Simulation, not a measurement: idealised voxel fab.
process module | voxel capacitor over wiring
cross-section cut | 260 nm wide | cells 5 nm
A cross-section is a grid of square cells, given in bands from the top down. A band is one or more rows of cells.
Each band's line starts with the height of the band's top and of its bottom, in nm. Then come its materials from left to right, each with its width in nm. One material with "throughout" fills the band from edge to edge. "air" is empty space.
Height 0 is the level under which the wafer as received is all one material. The lowest band goes on downwards, as in "0 down".
A width such as "30 to 40" changes by the same amount from each row of cells to the next, from the band's top row to its bottom row.
"no change" after a step means that no cell of the cross-section changed.
closed voids: empty space of 8 cells or more with no open way to the top, each as width x height at its distance from the left edge, in nm
after a step's settings: what the simulator itself notes on the step
overlay nm, on a step with a mask: how far to the right of its planned place the mask lay; to the left if negative
plan
1 op RECEIVE | material Si
2 op CONFORMAL_DEP | material SiO2 | thk nm 15
3 op CONFORMAL_DEP | material SiCN | thk nm 5
4 op DIRECTIONAL_DEP | material lowk | thk nm 25
5 op DIRECTIONAL_DEP | material aC | thk nm 10
6 op PATTERN | tone open | mask id METAL_1 | material resist | width nm 20 | pitch nm 80 | thk nm 30 | overlay nm 0
7 op DIRECTIONAL_ETCH | etch materials aC | depth nm 10
8 op STRIP | etch materials resist
9 op DIRECTIONAL_ETCH | etch materials lowk | depth nm 25
10 op DIRECTIONAL_ETCH | etch materials SiCN | depth nm 5
11 op STRIP | etch materials aC
12 op CONFORMAL_DEP | material TiN | thk nm 5
13 op FILL_DEP | material Ru | thk nm 5
14 op CMP | height nm 45
15 op EPI | material Ru | thk nm 5
16 op FILL_DEP | material SiCN | thk nm 5
17 op DIRECTIONAL_DEP | material SiO2 | thk nm 20
18 op MASKED_ETCH | tone open | mask id PLUG_1 | width nm 15 | etch materials SiO2 | depth nm 20 | overlay nm 0
19 op MASKED_ETCH | tone open | mask id PLUG_1 | width nm 15 | etch materials SiCN | depth nm 5 | overlay nm 0
20 op CONFORMAL_DEP | material TiN | thk nm 5
21 op FILL_DEP | material W | thk nm 10
22 op CMP | height nm 75
23 op DIRECTIONAL_DEP | material TiN | thk nm 5
24 op DIRECTIONAL_DEP | material Al2O3 | thk nm 5
25 op DIRECTIONAL_DEP | material TiN | thk nm 10
26 op PATTERN | tone cover | mask id UPPER_PLATE | material resist | width nm 55 | thk nm 15 | overlay nm 0
27 op DIRECTIONAL_ETCH | etch materials TiN | depth nm 10
28 op DIRECTIONAL_ETCH | etch materials Al2O3 | depth nm 5
29 op STRIP | etch materials resist
30 op PATTERN | tone cover | mask id LOWER_PLATE | material resist | width nm 75 | thk nm 15 | overlay nm 0
31 op DIRECTIONAL_ETCH | etch materials TiN | depth nm 5
32 op STRIP | etch materials resist
33 op FILL_DEP | material SiO2 | thk nm 20
34 op CMP | height nm 110
35 op PATTERN | tone open | mask id PLUG_2 | material resist | width nm 15 | thk nm 15 | overlay nm 0
36 op DIRECTIONAL_ETCH | etch materials SiO2 | depth nm 15
37 op STRIP | etch materials resist
38 op CONFORMAL_DEP | material TiN | thk nm 5
39 op FILL_DEP | material Ru | thk nm 10
40 op CMP | height nm 110
41 op CONFORMAL_DEP | material SiCN | thk nm 5
varied across the wafers: width nm of step 26. The plan shows the first wafer's value. All wafers start alike
first wafer as received, after step 1
  0 down: Si throughout
  closed voids: none
each wafer at the end: cells of each material gained (+) or lost (-) since it was received, then its closed voids
width nm 55 | +11 Al2O3 | +34 Ru | +185 SiCN | +659 SiO2 | +83 TiN | +4 W | +220 lowk | closed voids: none
width nm 60 | +12 Al2O3 | +34 Ru | +185 SiCN | +656 SiO2 | +85 TiN | +4 W | +220 lowk | closed voids: none
width nm 65 | +13 Al2O3 | +34 Ru | +185 SiCN | +653 SiO2 | +87 TiN | +4 W | +220 lowk | closed voids: none
width nm 70 | +14 Al2O3 | +34 Ru | +185 SiCN | +650 SiO2 | +89 TiN | +4 W | +220 lowk | closed voids: none
width nm 75 | +15 Al2O3 | +34 Ru | +185 SiCN | +647 SiO2 | +91 TiN | +4 W | +220 lowk | closed voids: none
width nm 80 | +16 Al2O3 | +34 Ru | +185 SiCN | +644 SiO2 | +93 TiN | +4 W | +220 lowk | closed voids: none
